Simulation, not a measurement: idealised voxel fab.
You're looking at the process module voxel capacitor over wiring.
Each square cell in cross-section cut measures 5 nm, and the section as a whole is 180 nm wide.
Think of the cross-section as a grid of square cells. We describe it in bands, top to bottom, and each band covers one or more rows of those cells.
Each band's line starts with the height of the band's top and of its bottom, in nm. Then come its materials from left to right, each with its width in nm. One material with "all across" fills the band from edge to edge. "blank" is empty space.
Ref level 0: as-received wafer is one material below here. Bottom band extends down with no lower bound ("0 down").
Think of "30 to 40" as a width that walks from the first number to the second as you go down the band, top row to bottom row, taking equal-sized steps from row to row.
"nothing changed" for a step: no cell of the cross-section changed in that step.
Under "Encapsulated voids" you'll find the enclosed gaps, the ones with no way out to the top, that are 8 cells or bigger; each reads width x height at distance, with distance counted from the left edge, everything in nm.
Whatever follows a step's settings on its line is a remark the simulator itself makes about that step.
"overlay nm", when on a step's line for a step with a mask, measures how far to the right of its planned place the mask lay; a negative measure means to the left.
The following list gives the planned process steps:
step 1: RECEIVE | material Si
step 2: CONFORMAL_DEP | material SiO2 | thk nm 15
step 3: DIRECTIONAL_DEP | material TiN | thk nm 5
step 4: DIRECTIONAL_DEP | material Ru | thk nm 20
step 5: PATTERN | tone cover | mask id METAL_1 | material resist | width nm 25 | pitch nm 95 | thk nm 20 | overlay nm 0
step 6: DIRECTIONAL_ETCH | etch materials Ru | depth nm 20
step 7: DIRECTIONAL_ETCH | etch materials TiN | depth nm 5
step 8: STRIP | etch materials resist
step 9: CONFORMAL_DEP | material SiCN | thk nm 5
step 10: FILL_DEP | material lowk | thk nm 5
step 11: CMP | height nm 40
step 12: CONFORMAL_DEP | material SiCN | thk nm 5
step 13: DIRECTIONAL_DEP | material SiO2 | thk nm 10
step 14: DIRECTIONAL_DEP | material aC | thk nm 15
step 15: PATTERN | tone open | mask id PLUG_1 | material resist | width nm 15 | thk nm 35 | overlay nm 0
step 16: DIRECTIONAL_ETCH | etch materials aC | depth nm 15
step 17: STRIP | etch materials resist
step 18: DIRECTIONAL_ETCH | etch materials SiO2 | depth nm 10
step 19: DIRECTIONAL_ETCH | etch materials SiCN | depth nm 5
step 20: STRIP | etch materials aC
step 21: EPI | material Ru | thk nm 10
step 22: EPI | material Ru | thk nm 5
step 23: DIRECTIONAL_DEP | material TiN | thk nm 5
step 24: DIRECTIONAL_DEP | material HfO2 | thk nm 5
step 25: DIRECTIONAL_DEP | material TiN | thk nm 5
step 26: DIRECTIONAL_DEP | material aC | thk nm 15
step 27: PATTERN | tone cover | mask id UPPER_PLATE | material resist | width nm 75 | thk nm 30 | overlay nm 0
step 28: DIRECTIONAL_ETCH | etch materials aC | depth nm 15
step 29: STRIP | etch materials resist
step 30: DIRECTIONAL_ETCH | etch materials TiN | depth nm 5
step 31: DIRECTIONAL_ETCH | etch materials HfO2 | depth nm 5
step 32: STRIP | etch materials aC
step 33: DIRECTIONAL_DEP | material aC | thk nm 15
step 34: PATTERN | tone cover | mask id LOWER_PLATE | material resist | width nm 85 | thk nm 35 | overlay nm 0
step 35: DIRECTIONAL_ETCH | etch materials aC | depth nm 5
step 36: STRIP | etch materials resist
step 37: DIRECTIONAL_ETCH | etch materials TiN | depth nm 5
step 38: STRIP | etch materials aC
step 39: FILL_DEP | material SiO2 | thk nm 15
step 40: CMP | height nm 80
step 41: DIRECTIONAL_DEP | material aC | thk nm 10
step 42: PATTERN | tone open | mask id PLUG_2 | material resist | width nm 15 | thk nm 30 | overlay nm 0
step 43: DIRECTIONAL_ETCH | etch materials aC | depth nm 10
step 44: STRIP | etch materials resist
step 45: DIRECTIONAL_ETCH | etch materials SiO2 | depth nm 10
step 46: STRIP | etch materials aC
step 47: CONFORMAL_DEP | material TiN | thk nm 5
step 48: FILL_DEP | material W | thk nm 10
step 49: CMP | height nm 80
step 50: CONFORMAL_DEP | material SiCN | thk nm 5
The wafers in this document start out alike and differ in the depth nm applied at step 35; the plan shows the value used for the first wafer.
The first of several wafers in cross-section, exactly as it reached us after step 1:
	0 down | Si all across
	Encapsulated voids: none
Every row in this table is a wafer at the end of the module, and it gives, for each of the materials, the cells that wafer has gained (+) or lost (-) since it was received, then its closed voids:
depth nm 5 | +15 HfO2 | +49 Ru | +111 SiCN | +282 SiO2 | +66 TiN | +1 W | +88 lowk | Encapsulated voids: none
depth nm 10 | +15 HfO2 | +49 Ru | +111 SiCN | +282 SiO2 | +66 TiN | +1 W | +88 lowk | Encapsulated voids: none
depth nm 15 | +15 HfO2 | +49 Ru | +111 SiCN | +301 SiO2 | +47 TiN | +1 W | +88 lowk | Encapsulated voids: none
depth nm 20 | +15 HfO2 | +49 Ru | +111 SiCN | +301 SiO2 | +47 TiN | +1 W | +88 lowk | Encapsulated voids: none
depth nm 25 | +15 HfO2 | +49 Ru | +111 SiCN | +301 SiO2 | +47 TiN | +1 W | +88 lowk | Encapsulated voids: none
depth nm 30 | +15 HfO2 | +49 Ru | +111 SiCN | +301 SiO2 | +47 TiN | +1 W | +88 lowk | Encapsulated voids: none
